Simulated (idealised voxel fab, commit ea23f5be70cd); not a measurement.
Module name: voxel capacitor over wiring (process module)
The width of the displayed cross-section, cut, is 170 nm; its cells are square, with a size of 5 nm.
In what follows, cross-sections appear as grids of square cells, described through bands that run from the top down, where every band is one or more rows of cells.
A band entry consists of two parts. The first gives the height of the band's top and the height of its bottom, in nm. The rest lists the band's materials from left to right, each with its width in nm. A single material labelled with the word "edge to edge" fills the band from edge to edge, and the word "air" marks empty space.
Height reference: 0 = level under which incoming wafer is all one material. Lowest band: no bottom, runs on downward, e.g. "0 -> down".
Width "30 to 40": first value at the band's top row of cells, second value at its bottom row, equal change from row to row.
"remained unchanged" means the step left every cell of the cross-section as it was.
"Closed void listing" specifies each empty space that is not open to the top and that occupies no fewer than 8 cells, using the form width x height at distance, the distance measured from the left edge and all three quantities in nm.
If you see something after the settings on a step's line, that's the simulator's own remark about that step.
When a step includes a mask, the "overlay nm" setting on its line states how far to the right of its planned place that mask lay, and negative values state how far to the left.

Process steps - plan
1: RECEIVE, material Si
2: CONFORMAL_DEP, material SiO2, thk nm 10
3: CONFORMAL_DEP, material SiN, thk nm 5
4: DIRECTIONAL_DEP, material SiO2, thk nm 15
5: PATTERN, tone open, mask id METAL_1, material resist, width nm 30, pitch nm 95, thk nm 15, overlay nm 0
6: DIRECTIONAL_ETCH, etch materials SiO2, depth nm 15
7: DIRECTIONAL_ETCH, etch materials SiN, depth nm 5
8: STRIP, etch materials resist
9: CONFORMAL_DEP, material TiN, thk nm 5
10: FILL_DEP, material Cu, thk nm 5
11: CMP, height nm 30
12: CONFORMAL_DEP, material SiCN, thk nm 5
13: DIRECTIONAL_DEP, material SiO2, thk nm 10
14: DIRECTIONAL_DEP, material aC, thk nm 10
15: PATTERN, tone open, mask id PLUG_1, material resist, width nm 15, thk nm 25, overlay nm 0
16: DIRECTIONAL_ETCH, etch materials aC, depth nm 10
17: STRIP, etch materials resist
18: DIRECTIONAL_ETCH, etch materials SiO2, depth nm 10
19: DIRECTIONAL_ETCH, etch materials SiCN, depth nm 5
20: STRIP, etch materials aC
21: CONFORMAL_DEP, material TiN, thk nm 5
22: FILL_DEP, material Ru, thk nm 5
23: CMP, height nm 45
24: DIRECTIONAL_DEP, material TiN, thk nm 10
25: DIRECTIONAL_DEP, material HfO2, thk nm 5
26: DIRECTIONAL_DEP, material TiN, thk nm 10
27: MASKED_ETCH, tone cover, mask id UPPER_PLATE, width nm 70, etch materials TiN, depth nm 10, overlay nm 0
28: MASKED_ETCH, tone cover, mask id UPPER_PLATE, width nm 70, etch materials HfO2, depth nm 5, overlay nm 0
29: DIRECTIONAL_DEP, material aC, thk nm 15
30: PATTERN, tone cover, mask id LOWER_PLATE, material resist, width nm 80, thk nm 30, overlay nm 0
31: DIRECTIONAL_ETCH, etch materials aC, depth nm 15
32: STRIP, etch materials resist
33: DIRECTIONAL_ETCH, etch materials TiN, depth nm 10
34: STRIP, etch materials aC
35: FILL_DEP, material SiO2, thk nm 15
36: CMP, height nm 80
37: PATTERN, tone open, mask id PLUG_2, material resist, width nm 15, thk nm 15, overlay nm 0
38: DIRECTIONAL_ETCH, etch materials SiO2, depth nm 10
39: STRIP, etch materials resist
40: CONFORMAL_DEP, material TiN, thk nm 5
41: FILL_DEP, material Ru, thk nm 10
42: CMP, height nm 80
43: CONFORMAL_DEP, material SiCN, thk nm 5

The following pertains to the first of two wafers, which was processed as planned

The cross-section here shows the wafer as received, i.e. in its state after step 1
- 0 -> down = Si edge to edge
- Closed void listing: none

Presented here is a cross-section of the wafer after step 2 has been performed
- 10 -> 0 = SiO2 edge to edge
- Rest of section, below 0: as before.

Presented here is a cross-section of the wafer after step 3 has been performed
- 15 -> 10 = SiN edge to edge
- Rest of section, below 10: as before.

Presented here is a cross-section of the wafer after step 4 has been performed
- 30 -> 15 = SiO2 edge to edge
- Rest of section, below 15: as before.

Presented here is a cross-section of the wafer after step 5 has been performed
- 45 -> 30 = 20 of resist; 30 of air; 65 of resist; 30 of air; 25 of resist
- Rest of section, below 30: as before.

Presented here is a cross-section of the wafer after step 6 has been performed
- 45 -> 30 = 20 of resist; 30 of air; 65 of resist; 30 of air; 25 of resist
- 30 -> 15 = 20 of SiO2; 30 of air; 65 of SiO2; 30 of air; 25 of SiO2
- Rest of section, below 15: as before.

Presented here is a cross-section of the wafer after step 7 has been performed
- 45 -> 30 = 20 of resist; 30 of air; 65 of resist; 30 of air; 25 of resist
- 30 -> 15 = 20 of SiO2; 30 of air; 65 of SiO2; 30 of air; 25 of SiO2
- 15 -> 10 = 20 of SiN; 30 of air; 65 of SiN; 30 of air; 25 of SiN
- Rest of section, below 10: as before.

Presented here is a cross-section of the wafer after step 8 has been performed
- 30 -> 15 = 20 of SiO2; 30 of air; 65 of SiO2; 30 of air; 25 of SiO2
- Rest of section, below 15: as before.

Presented here is a cross-section of the wafer after step 9 has been performed
- 35 -> 30 = 25 of TiN; 20 of air; 75 of TiN; 20 of air; 30 of TiN
- 30 -> 15 = 20 of SiO2; 5 of TiN; 20 of air; 5 of TiN; 65 of SiO2; 5 of TiN; 20 of air; 5 of TiN; 25 of SiO2
- 15 -> 10 = 20 of SiN; 30 of TiN; 65 of SiN; 30 of TiN; 25 of SiN
- Rest of section, below 10: as before.

Presented here is a cross-section of the wafer after step 10 has been performed
- 40 -> 35 = Cu edge to edge
- 35 -> 30 = 25 of TiN; 20 of Cu; 75 of TiN; 20 of Cu; 30 of TiN
- 30 -> 15 = 20 of SiO2; 5 of TiN; 20 of Cu; 5 of TiN; 65 of SiO2; 5 of TiN; 20 of Cu; 5 of TiN; 25 of SiO2
- Rest of section, below 15: as before.

Presented here is a cross-section of the wafer after step 11 has been performed
- 30 -> 15 = 20 of SiO2; 5 of TiN; 20 of Cu; 5 of TiN; 65 of SiO2; 5 of TiN; 20 of Cu; 5 of TiN; 25 of SiO2
- Rest of section, below 15: as before.

Presented here is a cross-section of the wafer after step 12 has been performed
- 35 -> 30 = SiCN edge to edge
- Rest of section, below 30: as before.

Presented here is a cross-section of the wafer after step 13 has been performed
- 45 -> 35 = SiO2 edge to edge
- Rest of section, below 35: as before.

Presented here is a cross-section of the wafer after step 14 has been performed
- 55 -> 45 = aC edge to edge
- Rest of section, below 45: as before.

Presented here is a cross-section of the wafer after step 15 has been performed
- 80 -> 55 = 35 of resist; 15 of air; 120 of resist
- Rest of section, below 55: as before.

Presented here is a cross-section of the wafer after step 16 has been performed
- 70 -> 55 = 35 of resist; 15 of air; 120 of resist
- 55 -> 45 = 35 of aC; 15 of air; 120 of aC
- Rest of section, below 45: as before.

Presented here is a cross-section of the wafer after step 17 has been performed
- 55 -> 45 = 35 of aC; 15 of air; 120 of aC
- Rest of section, below 45: as before.

Presented here is a cross-section of the wafer after step 18 has been performed
- 55 -> 45 = 35 of aC; 15 of air; 120 of aC
- 45 -> 35 = 35 of SiO2; 15 of air; 120 of SiO2
- Rest of section, below 35: as before.

Presented here is a cross-section of the wafer after step 19 has been performed
- 55 -> 45 = 35 of aC; 15 of air; 120 of aC
- 45 -> 35 = 35 of SiO2; 15 of air; 120 of SiO2
- 35 -> 30 = 35 of SiCN; 15 of air; 120 of SiCN
- Rest of section, below 30: as before.

Presented here is a cross-section of the wafer after step 20 has been performed
- 45 -> 35 = 35 of SiO2; 15 of air; 120 of SiO2
- Rest of section, below 35: as before.

Presented here is a cross-section of the wafer after step 21 has been performed
- 50 -> 45 = 40 of TiN; 5 of air; 125 of TiN
- 45 -> 35 = 35 of SiO2; 5 of TiN; 5 of air; 5 of TiN; 120 of SiO2
- 35 -> 30 = 35 of SiCN; 15 of TiN; 120 of SiCN
- Rest of section, below 30: as before.

Presented here is a cross-section of the wafer after step 22 has been performed
- 55 -> 50 = Ru edge to edge
- 50 -> 45 = 40 of TiN; 5 of Ru; 125 of TiN
- 45 -> 35 = 35 of SiO2; 5 of TiN; 5 of Ru; 5 of TiN; 120 of SiO2
- Rest of section, below 35: as before.

Presented here is a cross-section of the wafer after step 23 has been performed
- 45 -> 35 = 35 of SiO2; 5 of TiN; 5 of Ru; 5 of TiN; 120 of SiO2
- Rest of section, below 35: as before.

Presented here is a cross-section of the wafer after step 24 has been performed
- 55 -> 45 = TiN edge to edge
- Rest of section, below 45: as before.

Presented here is a cross-section of the wafer after step 25 has been performed
- 60 -> 55 = HfO2 edge to edge
- Rest of section, below 55: as before.

Presented here is a cross-section of the wafer after step 26 has been performed
- 70 -> 60 = TiN edge to edge
- Rest of section, below 60: as before.

Presented here is a cross-section of the wafer after step 27 has been performed
- 70 -> 60 = 35 of air; 70 of TiN; 65 of air
- Rest of section, below 60: as before.

Presented here is a cross-section of the wafer after step 28 has been performed
- 70 -> 60 = 35 of air; 70 of TiN; 65 of air
- 60 -> 55 = 35 of air; 70 of HfO2; 65 of air
- Rest of section, below 55: as before.

Presented here is a cross-section of the wafer after step 29 has been performed
- 85 -> 70 = 35 of air; 70 of aC; 65 of air
- 70 -> 60 = 35 of aC; 70 of TiN; 65 of aC
- 60 -> 55 = 35 of aC; 70 of HfO2; 65 of aC
- Rest of section, below 55: as before.

Presented here is a cross-section of the wafer after step 30 has been performed
- 115 -> 85 = 30 of air; 80 of resist; 60 of air
- 85 -> 70 = 30 of air; 5 of resist; 70 of aC; 5 of resist; 60 of air
- Rest of section, below 70: as before.

Presented here is a cross-section of the wafer after step 31 has been performed
- 100 -> 85 = 30 of air; 80 of resist; 60 of air
- 85 -> 70 = 30 of air; 5 of resist; 70 of aC; 5 of resist; 60 of air
- 70 -> 60 = 30 of air; 5 of aC; 70 of TiN; 5 of aC; 60 of air
- 60 -> 55 = 30 of air; 5 of aC; 70 of HfO2; 5 of aC; 60 of air
- Rest of section, below 55: as before.

Presented here is a cross-section of the wafer after step 32 has been performed
- 85 -> 70 = 35 of air; 70 of aC; 65 of air
- Rest of section, below 70: as before.

Presented here is a cross-section of the wafer after step 33 has been performed
- 85 -> 70 = 35 of air; 70 of aC; 65 of air
- 70 -> 60 = 30 of air; 5 of aC; 70 of TiN; 5 of aC; 60 of air
- 60 -> 55 = 30 of air; 5 of aC; 70 of HfO2; 5 of aC; 60 of air
- 55 -> 45 = 30 of air; 80 of TiN; 60 of air
- Rest of section, below 45: as before.

Presented here is a cross-section of the wafer after step 34 has been performed
- 70 -> 60 = 35 of air; 70 of TiN; 65 of air
- 60 -> 55 = 35 of air; 70 of HfO2; 65 of air
- Rest of section, below 55: as before.

Presented here is a cross-section of the wafer after step 35 has been performed
- 85 -> 70 = SiO2 edge to edge
- 70 -> 60 = 35 of SiO2; 70 of TiN; 65 of SiO2
- 60 -> 55 = 35 of SiO2; 70 of HfO2; 65 of SiO2
- 55 -> 45 = 30 of SiO2; 80 of TiN; 60 of SiO2
- Rest of section, below 45: as before.

Presented here is a cross-section of the wafer after step 36 has been performed
- 80 -> 70 = SiO2 edge to edge
- Rest of section, below 70: as before.

Presented here is a cross-section of the wafer after step 37 has been performed
- 95 -> 80 = 45 of resist; 15 of air; 110 of resist
- Rest of section, below 80: as before.

Presented here is a cross-section of the wafer after step 38 has been performed
- 95 -> 80 = 45 of resist; 15 of air; 110 of resist
- 80 -> 70 = 45 of SiO2; 15 of air; 110 of SiO2
- Rest of section, below 70: as before.

Presented here is a cross-section of the wafer after step 39 has been performed
- 80 -> 70 = 45 of SiO2; 15 of air; 110 of SiO2
- Rest of section, below 70: as before.

Presented here is a cross-section of the wafer after step 40 has been performed
- 85 -> 80 = 50 of TiN; 5 of air; 115 of TiN
- 80 -> 75 = 45 of SiO2; 5 of TiN; 5 of air; 5 of TiN; 110 of SiO2
- 75 -> 70 = 45 of SiO2; 15 of TiN; 110 of SiO2
- Rest of section, below 70: as before.

Presented here is a cross-section of the wafer after step 41 has been performed
- 95 -> 85 = Ru edge to edge
- 85 -> 80 = 50 of TiN; 5 of Ru; 115 of TiN
- 80 -> 75 = 45 of SiO2; 5 of TiN; 5 of Ru; 5 of TiN; 110 of SiO2
- Rest of section, below 75: as before.

Presented here is a cross-section of the wafer after step 42 has been performed
- 80 -> 75 = 45 of SiO2; 5 of TiN; 5 of Ru; 5 of TiN; 110 of SiO2
- Rest of section, below 75: as before.

Presented here is a cross-section of the wafer after step 43 has been performed
- 85 -> 80 = SiCN edge to edge
- Rest of section, below 80: as before.

Wafer two of two - same starting point, same process plan, one mistake in execution; matches wafer one up to and including step 14

Planned end of step 15: second wafer, cross-section
- 80 -> 55 = 40 of resist; 15 of air; 115 of resist
- Rest of section, below 55: as before.

Planned end of step 16: second wafer, cross-section
- 70 -> 55 = 40 of resist; 15 of air; 115 of resist
- 55 -> 45 = 40 of aC; 15 of air; 115 of aC
- Rest of section, below 45: as before.

Planned end of step 17: second wafer, cross-section
- 55 -> 45 = 40 of aC; 15 of air; 115 of aC
- Rest of section, below 45: as before.

Planned end of step 18: second wafer, cross-section
- 55 -> 45 = 40 of aC; 15 of air; 115 of aC
- 45 -> 35 = 40 of SiO2; 15 of air; 115 of SiO2
- Rest of section, below 35: as before.

Planned end of step 19: second wafer, cross-section
- 55 -> 45 = 40 of aC; 15 of air; 115 of aC
- 45 -> 35 = 40 of SiO2; 15 of air; 115 of SiO2
- 35 -> 30 = 40 of SiCN; 15 of air; 115 of SiCN
- Rest of section, below 30: as before.

Planned end of step 20: second wafer, cross-section
- 45 -> 35 = 40 of SiO2; 15 of air; 115 of SiO2
- Rest of section, below 35: as before.

Planned end of step 21: second wafer, cross-section
- 50 -> 45 = 45 of TiN; 5 of air; 120 of TiN
- 45 -> 35 = 40 of SiO2; 5 of TiN; 5 of air; 5 of TiN; 115 of SiO2
- 35 -> 30 = 40 of SiCN; 15 of TiN; 115 of SiCN
- Rest of section, below 30: as before.

Planned end of step 22: second wafer, cross-section
- 55 -> 50 = Ru edge to edge
- 50 -> 45 = 45 of TiN; 5 of Ru; 120 of TiN
- 45 -> 35 = 40 of SiO2; 5 of TiN; 5 of Ru; 5 of TiN; 115 of SiO2
- Rest of section, below 35: as before.

Planned end of step 23: second wafer, cross-section
- 45 -> 35 = 40 of SiO2; 5 of TiN; 5 of Ru; 5 of TiN; 115 of SiO2
- Rest of section, below 35: as before.

Planned end of step 24: second wafer, cross-section
- 55 -> 45 = TiN edge to edge
- Rest of section, below 45: as before.

Planned end of step 25: second wafer, cross-section
- 60 -> 55 = HfO2 edge to edge
- Rest of section, below 55: as before.

Planned end of step 26: second wafer, cross-section
- 70 -> 60 = TiN edge to edge
- Rest of section, below 60: as before.

Planned end of step 27: second wafer, cross-section
- 70 -> 60 = 35 of air; 70 of TiN; 65 of air
- Rest of section, below 60: as before.

Planned end of step 28: second wafer, cross-section
- 70 -> 60 = 35 of air; 70 of TiN; 65 of air
- 60 -> 55 = 35 of air; 70 of HfO2; 65 of air
- Rest of section, below 55: as before.

Planned end of step 29: second wafer, cross-section
- 85 -> 70 = 35 of air; 70 of aC; 65 of air
- 70 -> 60 = 35 of aC; 70 of TiN; 65 of aC
- 60 -> 55 = 35 of aC; 70 of HfO2; 65 of aC
- Rest of section, below 55: as before.

Planned end of step 30: second wafer, cross-section
- 115 -> 85 = 30 of air; 80 of resist; 60 of air
- 85 -> 70 = 30 of air; 5 of resist; 70 of aC; 5 of resist; 60 of air
- Rest of section, below 70: as before.

Planned end of step 31: second wafer, cross-section
- 100 -> 85 = 30 of air; 80 of resist; 60 of air
- 85 -> 70 = 30 of air; 5 of resist; 70 of aC; 5 of resist; 60 of air
- 70 -> 60 = 30 of air; 5 of aC; 70 of TiN; 5 of aC; 60 of air
- 60 -> 55 = 30 of air; 5 of aC; 70 of HfO2; 5 of aC; 60 of air
- Rest of section, below 55: as before.

Planned end of step 32: second wafer, cross-section
- 85 -> 70 = 35 of air; 70 of aC; 65 of air
- Rest of section, below 70: as before.

Planned end of step 33: second wafer, cross-section
- 85 -> 70 = 35 of air; 70 of aC; 65 of air
- 70 -> 60 = 30 of air; 5 of aC; 70 of TiN; 5 of aC; 60 of air
- 60 -> 55 = 30 of air; 5 of aC; 70 of HfO2; 5 of aC; 60 of air
- 55 -> 45 = 30 of air; 80 of TiN; 60 of air
- Rest of section, below 45: as before.

Planned end of step 34: second wafer, cross-section
- 70 -> 60 = 35 of air; 70 of TiN; 65 of air
- 60 -> 55 = 35 of air; 70 of HfO2; 65 of air
- Rest of section, below 55: as before.

Planned end of step 35: second wafer, cross-section
- 85 -> 70 = SiO2 edge to edge
- 70 -> 60 = 35 of SiO2; 70 of TiN; 65 of SiO2
- 60 -> 55 = 35 of SiO2; 70 of HfO2; 65 of SiO2
- 55 -> 45 = 30 of SiO2; 80 of TiN; 60 of SiO2
- Rest of section, below 45: as before.

Planned end of step 36: second wafer, cross-section
- 80 -> 70 = SiO2 edge to edge
- Rest of section, below 70: as before.

Planned end of step 37: second wafer, cross-section
- 95 -> 80 = 45 of resist; 15 of air; 110 of resist
- Rest of section, below 80: as before.

Planned end of step 38: second wafer, cross-section
- 95 -> 80 = 45 of resist; 15 of air; 110 of resist
- 80 -> 70 = 45 of SiO2; 15 of air; 110 of SiO2
- Rest of section, below 70: as before.

Planned end of step 39: second wafer, cross-section
- 80 -> 70 = 45 of SiO2; 15 of air; 110 of SiO2
- Rest of section, below 70: as before.

Planned end of step 40: second wafer, cross-section
- 85 -> 80 = 50 of TiN; 5 of air; 115 of TiN
- 80 -> 75 = 45 of SiO2; 5 of TiN; 5 of air; 5 of TiN; 110 of SiO2
- 75 -> 70 = 45 of SiO2; 15 of TiN; 110 of SiO2
- Rest of section, below 70: as before.

Planned end of step 41: second wafer, cross-section
- 95 -> 85 = Ru edge to edge
- 85 -> 80 = 50 of TiN; 5 of Ru; 115 of TiN
- 80 -> 75 = 45 of SiO2; 5 of TiN; 5 of Ru; 5 of TiN; 110 of SiO2
- Rest of section, below 75: as before.

Planned end of step 42: second wafer, cross-section
- 80 -> 75 = 45 of SiO2; 5 of TiN; 5 of Ru; 5 of TiN; 110 of SiO2
- Rest of section, below 75: as before.

Planned end of step 43: second wafer, cross-section
- 85 -> 80 = SiCN edge to edge
- Rest of section, below 80: as before.
So what did we get wrong on this run? step 15 was processed under conditions differing from the plan, specifically as PATTERN, tone open, mask id PLUG_1, material resist, width nm 15, thk nm 25, overlay nm 5
Both wafers, final: cells per material equal; arrangement not.
